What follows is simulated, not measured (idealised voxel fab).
process module | voxel self aligned vias
cross-section cut | 185 nm wide | cells 5 nm
A cross-section is a grid of square cells, given in bands from the top down. A band is one or more rows of cells.
Each band's line starts with the height of the band's top and of its bottom, in nm. Then come its materials from left to right, each with its width in nm. One material with "throughout" fills the band from edge to edge. "air" is empty space.
Height 0 is the level under which the wafer as received is all one material. The lowest band goes on downwards, as in "0 down".
A width such as "30 to 40" changes by the same amount from each row of cells to the next, from the band's top row to its bottom row.
"no change" after a step means that no cell of the cross-section changed.
closed voids: empty space of 8 cells or more with no open way to the top, each as width x height at its distance from the left edge, in nm
after a step's settings: what the simulator itself notes on the step
overlay nm, on a step with a mask: how far to the right of its planned place the mask lay; to the left if negative
plan
1 op RECEIVE | material Si
2 op CONFORMAL_DEP | material SiO2 | thk nm 15
3 op CONFORMAL_DEP | material SiCN | thk nm 5
4 op DIRECTIONAL_DEP | material SiO2 | thk nm 30
5 op DIRECTIONAL_DEP | material aC | thk nm 15
6 op PATTERN | tone open | mask id LINES | material resist | width nm 30 | pitch nm 70 | thk nm 30 | overlay nm 0
7 op DIRECTIONAL_ETCH | etch materials aC | depth nm 15
8 op STRIP | etch materials resist
9 op DIRECTIONAL_ETCH | etch materials SiO2 | depth nm 30
10 op STRIP | etch materials aC
11 op CONFORMAL_DEP | material TiN | thk nm 5
12 op FILL_DEP | material W | thk nm 10
13 op CMP | height nm 50
14 op SELECTIVE_ETCH | etch materials W Ru TiN | depth nm 5
15 op FILL_DEP | material SiN | thk nm 5
16 op CMP | height nm 50
17 op DIRECTIONAL_DEP | material SiO2 | thk nm 15
18 op MASKED_ETCH | tone open | mask id VIAS | width nm 40 | pitch nm 70 | etch materials SiO2 | depth nm 15 | overlay nm 0
19 op MASKED_ETCH | tone open | mask id VIAS | width nm 40 | pitch nm 70 | etch materials SiN | depth nm 5 | overlay nm 0
20 op CONFORMAL_DEP | material TiN | thk nm 5
21 op FILL_DEP | material W | thk nm 5
22 op CMP | height nm 65
23 op CONFORMAL_DEP | material SiCN | thk nm 5
first wafer, as planned
as received, after step 1
  0 down: Si throughout
  closed voids: none
after step 2
  15 to 0: SiO2 throughout
  below 0: unchanged
after step 3
  20 to 15: SiCN throughout
  below 15: unchanged
after step 4
  50 to 20: SiO2 throughout
  below 20: unchanged
after step 5
  65 to 50: aC throughout
  below 50: unchanged
after step 6
  95 to 65: resist 40 | air 30 | resist 40 | air 30 | resist 45
  below 65: unchanged
after step 7
  80 to 65: resist 40 | air 30 | resist 40 | air 30 | resist 45
  65 to 50: aC 40 | air 30 | aC 40 | air 30 | aC 45
  below 50: unchanged
after step 8
  65 to 50: aC 40 | air 30 | aC 40 | air 30 | aC 45
  below 50: unchanged
after step 9
  65 to 50: aC 40 | air 30 | aC 40 | air 30 | aC 45
  50 to 20: SiO2 40 | air 30 | SiO2 40 | air 30 | SiO2 45
  below 20: unchanged
after step 10
  50 to 20: SiO2 40 | air 30 | SiO2 40 | air 30 | SiO2 45
  below 20: unchanged
after step 11
  55 to 50: TiN 45 | air 20 | TiN 50 | air 20 | TiN 50
  50 to 25: SiO2 40 | TiN 5 | air 20 | TiN 5 | SiO2 40 | TiN 5 | air 20 | TiN 5 | SiO2 45
  25 to 20: SiO2 40 | TiN 30 | SiO2 40 | TiN 30 | SiO2 45
  below 20: unchanged
after step 12
  65 to 55: W throughout
  55 to 50: TiN 45 | W 20 | TiN 50 | W 20 | TiN 50
  50 to 25: SiO2 40 | TiN 5 | W 20 | TiN 5 | SiO2 40 | TiN 5 | W 20 | TiN 5 | SiO2 45
  below 25: unchanged
after step 13
  50 to 25: SiO2 40 | TiN 5 | W 20 | TiN 5 | SiO2 40 | TiN 5 | W 20 | TiN 5 | SiO2 45
  below 25: unchanged
after step 14
  50 to 45: SiO2 40 | air 30 | SiO2 40 | air 30 | SiO2 45
  below 45: unchanged
after step 15
  55 to 50: SiN throughout
  50 to 45: SiO2 40 | SiN 30 | SiO2 40 | SiN 30 | SiO2 45
  below 45: unchanged
after step 16
  50 to 45: SiO2 40 | SiN 30 | SiO2 40 | SiN 30 | SiO2 45
  below 45: unchanged
after step 17
  65 to 50: SiO2 throughout
  below 50: unchanged
after step 18
  65 to 50: SiO2 35 | air 40 | SiO2 30 | air 40 | SiO2 40
  below 50: unchanged
after step 19
  65 to 50: SiO2 35 | air 40 | SiO2 30 | air 40 | SiO2 40
  50 to 45: SiO2 40 | air 30 | SiO2 40 | air 30 | SiO2 45
  below 45: unchanged
after step 20
  70 to 65: TiN 40 | air 30 | TiN 40 | air 30 | TiN 45
  65 to 55: SiO2 35 | TiN 5 | air 30 | TiN 5 | SiO2 30 | TiN 5 | air 30 | TiN 5 | SiO2 40
  55 to 50: SiO2 35 | TiN 10 | air 20 | TiN 10 | SiO2 30 | TiN 10 | air 20 | TiN 10 | SiO2 40
  50 to 45: SiO2 40 | TiN 30 | SiO2 40 | TiN 30 | SiO2 45
  below 45: unchanged
after step 21
  75 to 70: W throughout
  70 to 65: TiN 40 | W 30 | TiN 40 | W 30 | TiN 45
  65 to 55: SiO2 35 | TiN 5 | W 30 | TiN 5 | SiO2 30 | TiN 5 | W 30 | TiN 5 | SiO2 40
  55 to 50: SiO2 35 | TiN 10 | W 20 | TiN 10 | SiO2 30 | TiN 10 | W 20 | TiN 10 | SiO2 40
  below 50: unchanged
after step 22
  65 to 55: SiO2 35 | TiN 5 | W 30 | TiN 5 | SiO2 30 | TiN 5 | W 30 | TiN 5 | SiO2 40
  below 55: unchanged
after step 23
  70 to 65: SiCN throughout
  below 65: unchanged
second wafer: like start, like plan, one mistake. Through step 17 it matches the first wafer
when step 18 should have ended
  65 to 50: SiO2 35 | air 40 | SiO2 30 | air 40 | SiO2 40
  50 to 45: SiO2 35 | air 5 | SiN 30 | air 5 | SiO2 30 | air 5 | SiN 30 | air 5 | SiO2 40
  45 to 35: SiO2 35 | air 5 | TiN 5 | W 20 | TiN 5 | air 5 | SiO2 30 | air 5 | TiN 5 | W 20 | TiN 5 | air 5 | SiO2 40
  below 35: unchanged
when step 19 should have ended
  65 to 45: SiO2 35 | air 40 | SiO2 30 | air 40 | SiO2 40
  below 45: unchanged
when step 20 should have ended
  70 to 65: TiN 40 | air 30 | TiN 40 | air 30 | TiN 45
  65 to 50: SiO2 35 | TiN 5 | air 30 | TiN 5 | SiO2 30 | TiN 5 | air 30 | TiN 5 | SiO2 40
  50 to 45: SiO2 35 | TiN 40 | SiO2 30 | TiN 40 | SiO2 40
  45 to 35: SiO2 35 | TiN 10 | W 20 | TiN 10 | SiO2 30 | TiN 10 | W 20 | TiN 10 | SiO2 40
  below 35: unchanged
when step 21 should have ended
  75 to 70: W throughout
  70 to 65: TiN 40 | W 30 | TiN 40 | W 30 | TiN 45
  65 to 50: SiO2 35 | TiN 5 | W 30 | TiN 5 | SiO2 30 | TiN 5 | W 30 | TiN 5 | SiO2 40
  below 50: unchanged
when step 22 should have ended
  65 to 50: SiO2 35 | TiN 5 | W 30 | TiN 5 | SiO2 30 | TiN 5 | W 30 | TiN 5 | SiO2 40
  below 50: unchanged
when step 23 should have ended
  70 to 65: SiCN throughout
  below 65: unchanged
what went wrong: step 18 was run twice
at the end the second wafer has, in cells: 12 fewer of SiO2 | 8 more of TiN | 4 more of W
